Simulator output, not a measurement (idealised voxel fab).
process module | voxel fin reveal
cross-section cut | 155 nm wide | cells 5 nm
A cross-section is a grid of square cells, given in bands from the top down. A band is one or more rows of cells.
Each band's line starts with the height of the band's top and of its bottom, in nm. Then come its materials from left to right, each with its width in nm. One material with "throughout" fills the band from edge to edge. "air" is empty space.
Height 0 is the level under which the wafer as received is all one material. The lowest band goes on downwards, as in "0 down".
A width such as "30 to 40" changes by the same amount from each row of cells to the next, from the band's top row to its bottom row.
"no change" after a step means that no cell of the cross-section changed.
closed voids: empty space of 8 cells or more with no open way to the top, each as width x height at its distance from the left edge, in nm
after a step's settings: what the simulator itself notes on the step
overlay nm, on a step with a mask: how far to the right of its planned place the mask lay; to the left if negative
plan
1 op RECEIVE | material Si
2 op CONFORMAL_DEP | material SiN | thk nm 5
3 op DIRECTIONAL_DEP | material aC | thk nm 10
4 op PATTERN | tone cover | mask id FINS | material resist | width nm 15 | pitch nm 35 | thk nm 30 | overlay nm 0
5 op DIRECTIONAL_ETCH | etch materials aC | depth nm 10
6 op STRIP | etch materials resist
7 op DIRECTIONAL_ETCH | etch materials SiN | depth nm 5
8 op DIRECTIONAL_ETCH | etch materials Si | depth nm 30
9 op STRIP | etch materials aC
10 op FILL_DEP | material SiO2 | thk nm 10
11 op CMP | height nm 5
12 op SELECTIVE_ETCH | etch materials SiO2 | depth nm 15
13 op STRIP | etch materials SiN
first wafer, as planned
as received, after step 1
  0 down: Si throughout
  closed voids: none
after step 2
  5 to 0: SiN throughout
  below 0: unchanged
after step 3
  15 to 5: aC throughout
  below 5: unchanged
after step 4
  45 to 15: air 15 | resist 15 | air 20 | resist 15 | air 20 | resist 15 | air 20 | resist 15 | air 20
  below 15: unchanged
after step 5
  35 to 15: air 15 | resist 15 | air 20 | resist 15 | air 20 | resist 15 | air 20 | resist 15 | air 20
  15 to 5: air 15 | aC 15 | air 20 | aC 15 | air 20 | aC 15 | air 20 | aC 15 | air 20
  below 5: unchanged
after step 6
  15 to 5: air 15 | aC 15 | air 20 | aC 15 | air 20 | aC 15 | air 20 | aC 15 | air 20
  below 5: unchanged
after step 7
  15 to 5: air 15 | aC 15 | air 20 | aC 15 | air 20 | aC 15 | air 20 | aC 15 | air 20
  5 to 0: air 15 | SiN 15 | air 20 | SiN 15 | air 20 | SiN 15 | air 20 | SiN 15 | air 20
  below 0: unchanged
after step 8
  15 to 5: air 15 | aC 15 | air 20 | aC 15 | air 20 | aC 15 | air 20 | aC 15 | air 20
  5 to 0: air 15 | SiN 15 | air 20 | SiN 15 | air 20 | SiN 15 | air 20 | SiN 15 | air 20
  0 to -30: air 15 | Si 15 | air 20 | Si 15 | air 20 | Si 15 | air 20 | Si 15 | air 20
  below -30: unchanged
after step 9
  5 to 0: air 15 | SiN 15 | air 20 | SiN 15 | air 20 | SiN 15 | air 20 | SiN 15 | air 20
  below 0: unchanged
after step 10
  15 to 5: SiO2 throughout
  5 to 0: SiO2 15 | SiN 15 | SiO2 20 | SiN 15 | SiO2 20 | SiN 15 | SiO2 20 | SiN 15 | SiO2 20
  0 to -30: SiO2 15 | Si 15 | SiO2 20 | Si 15 | SiO2 20 | Si 15 | SiO2 20 | Si 15 | SiO2 20
  below -30: unchanged
after step 11
  5 to 0: SiO2 15 | SiN 15 | SiO2 20 | SiN 15 | SiO2 20 | SiN 15 | SiO2 20 | SiN 15 | SiO2 20
  below 0: unchanged
after step 12
  5 to 0: air 15 | SiN 15 | air 20 | SiN 15 | air 20 | SiN 15 | air 20 | SiN 15 | air 20
  0 to -10: air 15 | Si 15 | air 20 | Si 15 | air 20 | Si 15 | air 20 | Si 15 | air 20
  below -10: unchanged
after step 13
  0 to -10: air 15 | Si 15 | air 20 | Si 15 | air 20 | Si 15 | air 20 | Si 15 | air 20
  below -10: unchanged
second wafer: like start, like plan, one mistake. Through step 9 it matches the first wafer
when step 10 should have ended
  15 to 0: SiN throughout
  0 to -30: SiN 15 | Si 15 | SiN 20 | Si 15 | SiN 20 | Si 15 | SiN 20 | Si 15 | SiN 20
  below -30: unchanged
when step 11 should have ended
  5 to 0: SiN throughout
  below 0: unchanged
when step 12 should have ended: no change
when step 13 should have ended
  0 to -30: air 15 | Si 15 | air 20 | Si 15 | air 20 | Si 15 | air 20 | Si 15 | air 20
  below -30: unchanged
what went wrong: step 10 ran as: op FILL_DEP | material SiN | thk nm 10
at the end the second wafer has, in cells: 76 fewer of SiO2
